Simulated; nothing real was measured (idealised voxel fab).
process module | voxel ribs on slabs
cross-section cut | 260 nm wide | cells 5 nm
A cross-section is a grid of square cells, given in bands from the top down. A band is one or more rows of cells.
Each band's line starts with the height of the band's top and of its bottom, in nm. Then come its materials from left to right, each with its width in nm. One material with "throughout" fills the band from edge to edge. "air" is empty space.
Height 0 is the level under which the wafer as received is all one material. The lowest band goes on downwards, as in "0 down".
A width such as "30 to 40" changes by the same amount from each row of cells to the next, from the band's top row to its bottom row.
"no change" after a step means that no cell of the cross-section changed.
closed voids: empty space of 8 cells or more with no open way to the top, each as width x height at its distance from the left edge, in nm
after a step's settings: what the simulator itself notes on the step
overlay nm, on a step with a mask: how far to the right of its planned place the mask lay; to the left if negative
plan
1 op RECEIVE | material Si
2 op DIRECTIONAL_DEP | material SiO2 | thk nm 30
3 op DIRECTIONAL_DEP | material SiN | thk nm 15
4 op PATTERN | tone cover | mask id RIB | material resist | width nm 25 | thk nm 15 | overlay nm 0
5 op DIRECTIONAL_ETCH | etch materials SiN | depth nm 5
6 op STRIP | etch materials resist
7 op MASKED_ETCH | tone cover | mask id SLAB | width nm 55 | etch materials SiN | depth nm 10 | overlay nm 0
8 op FILL_DEP | material SiO2 | thk nm 25
9 op CMP | height nm 65
10 op DIRECTIONAL_DEP | material TiN | thk nm 5
11 op MASKED_ETCH | tone cover | mask id HEATER | width nm 35 | etch materials TiN | depth nm 5 | overlay nm 0
12 op CONFORMAL_DEP | material SiO2 | thk nm 5
as received, after step 1
  0 down: Si throughout
  closed voids: none
a wafer at the end: this start, this plan, one mistake
  75 to 70: air 105 | SiO2 45 | air 110
  70 to 65: SiO2 110 | TiN 35 | SiO2 115
  65 to 60: SiO2 100 | SiN 55 | SiO2 105
  60 to 0: SiO2 throughout
  0 down: Si throughout
  closed voids: none
what went wrong: step 2 was run twice
